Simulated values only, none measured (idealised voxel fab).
Presented below is a process module, voxel tone inversion.
Square cell edge 5 nm, section width 230 nm, ID cut.
Notation: cross-section as square-cell grid; stated in bands, top first, going down; one or more cell rows per band. In this notation a band is specified by the heights of its top and bottom, in that order and in nm, after which its materials appear from left to right, each paired with its width in nm. The word "full width" attached to a single material means that material fills the band from edge to edge; the word "blank" stands for empty space. Heights are measured from 0, the level below which the as-received wafer is all one material; the lowest band has no bottom and continues downward, written as in "0 and below". Read "30..40" as a graded width: first number on top, second number at the bottom, same change between each pair of neighbouring rows. It should be understood that the words "remains unaltered", when stated for a given step, signify that the cross-section underwent no change in any of its cells during that step. "Voids, sealed" means: voids of 8 cells or more that are shut off from the top with no open way through. Written width x height at distance, distance from the left edge, in nm. Where a step's line continues beyond its settings, the continuation is a remark by the simulator itself on that step. overlay nm: where the mask lay relative to plan, measured to the right, on steps with a mask; negatives go left.
THE PROCESS STEPS THAT WERE PLANNED ARE LISTED BELOW
1,RECEIVE [material Si]
2,CONFORMAL_DEP [material SiN] [thk nm 10]
3,DIRECTIONAL_DEP [material polySi] [thk nm 15]
4,PATTERN [tone cover] [mask id POSTS] [material resist] [width nm 20] [pitch nm 35] [thk nm 25] [overlay nm 0]
5,DIRECTIONAL_ETCH [etch materials polySi] [depth nm 15]
6,STRIP [etch materials resist]
7,FILL_DEP [material lowk] [thk nm 5]
8,CMP [height nm 25]
9,STRIP [etch materials polySi]
10,CONFORMAL_DEP [material TiN] [thk nm 5]
11,FILL_DEP [material W] [thk nm 5]
12,CMP [height nm 25]
13,CONFORMAL_DEP [material SiN] [thk nm 5]
THIS IS THE CROSS-SECTION OF THE WAFER AS WE RECEIVED IT, I.E. AFTER STEP 1
- 0 and below: Si full width
- Voids, sealed: none
END-OF-MODULE CROSS-SECTION OF THE FIRST OF TWO WAFERS, PROCESSED AS PLANNED
- 30 down to 25: SiN full width
- 25 down to 15: 85 lowk / 5 TiN / 10 W / 5 TiN / 15 lowk / 5 TiN / 10 W / 5 TiN / 90 lowk
- 15 down to 10: 85 lowk / 20 TiN / 15 lowk / 20 TiN / 90 lowk
- 10 down to 0: SiN full width
- 0 and below: Si full width
- Voids, sealed: none
SAME START, SAME PLAN AS THE FIRST WAFER - BUT ONE MISTAKE IN THE RUN. CROSS-SECTION OF THE SECOND OF THE TWO AT THE END OF THE MODULE
- 30 down to 25: SiN full width
- 25 down to 15: 90 lowk / 5 TiN / 5 W / 5 TiN / 20 lowk / 5 TiN / 5 W / 5 TiN / 90 lowk
- 15 down to 10: 90 lowk / 15 TiN / 20 lowk / 15 TiN / 90 lowk
- 10 down to 0: SiN full width
- 0 and below: Si full width
- Voids, sealed: none
What was done differently from what was planned? step 4 off recipe, ran as PATTERN [tone cover] [mask id POSTS] [material resist] [width nm 15] [pitch nm 35] [thk nm 25] [overlay nm 0]
Cell-count delta at end, second wafer over first, by material: TiN -2 | W -4 | lowk +6
